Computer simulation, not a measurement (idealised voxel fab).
Process module, titled voxel lift off
Shown is cross-section cut, with a width of 205 nm and square cells of size 5 nm.
If you're reading a cross-section in this doc, picture square cells in a grid; it comes to you as bands, top ones listed first down to the bottom, and a band can be one or more rows of cells. Per band: top height and bottom height in nm, followed by the left-to-right materials and their widths in nm; "full width" marks a single material spanning edge to edge, "air" marks empty space. Beneath 0, the wafer as received is one material, and that level is where height counting begins. The lowest band goes on downward without a bottom; it is written like "0 nm and below". With a width like "30 to 40", each row of cells in the band differs from the next by the same amount, the top row carrying the first number and the bottom row the second. Any step labelled "left unchanged" changed none of the cells in the cross-section. What "Sealed voids" gives you is every empty space of 8 cells or more that is cut off from the top. Each appears as width x height at distance, with the distance taken from the left edge and width, height and distance all in nm. after a step's settings: what the simulator itself notes on the step. "overlay nm" denotes, for a step that has a mask, the displacement of the mask to the right of its planned place, with negative values corresponding to the left.
**The steps planned for the process are as follows**
step 1: RECEIVE, material Si
step 2: CONFORMAL_DEP, material SiN, thk nm 5
step 3: PATTERN, tone open, mask id LINES, material resist, width nm 15, pitch nm 40, thk nm 25, overlay nm 0
step 4: DIRECTIONAL_DEP, material Ru, thk nm 15
step 5: STRIP, etch materials resist
step 6: CONFORMAL_DEP, material SiO2, thk nm 5
**Delivered wafer in cross-section: state after step 1**
	0 nm and below  Si full width
	Sealed voids: none
**Cross-section: first of two wafers, module finished, run according to plan**
	25 nm to 20 nm  air (70) | SiO2 (25) | air (15) | SiO2 (25) | air (70)
	20 nm to 10 nm  air (70) | SiO2 (5) | Ru (15) | SiO2 (5) | air (15) | SiO2 (5) | Ru (15) | SiO2 (5) | air (70)
	10 nm to 5 nm  SiO2 (75) | Ru (15) | SiO2 (25) | Ru (15) | SiO2 (75)
	5 nm to 0 nm  SiN full width
	0 nm and below  Si full width
	Sealed voids: none
**Second of two wafers, module complete, sectioned: it shares the first wafer's start and plan but was run with one mistake**
	20 nm to 5 nm  air (75) | Ru (15) | air (25) | Ru (15) | air (75)
	5 nm to 0 nm  SiN full width
	0 nm and below  Si full width
	Sealed voids: none
Diagnosis: not run: step 6 of the plan (skipped)
At the finish, the second wafer shows more or fewer cells for some materials than the first does: 53 fewer of SiO2
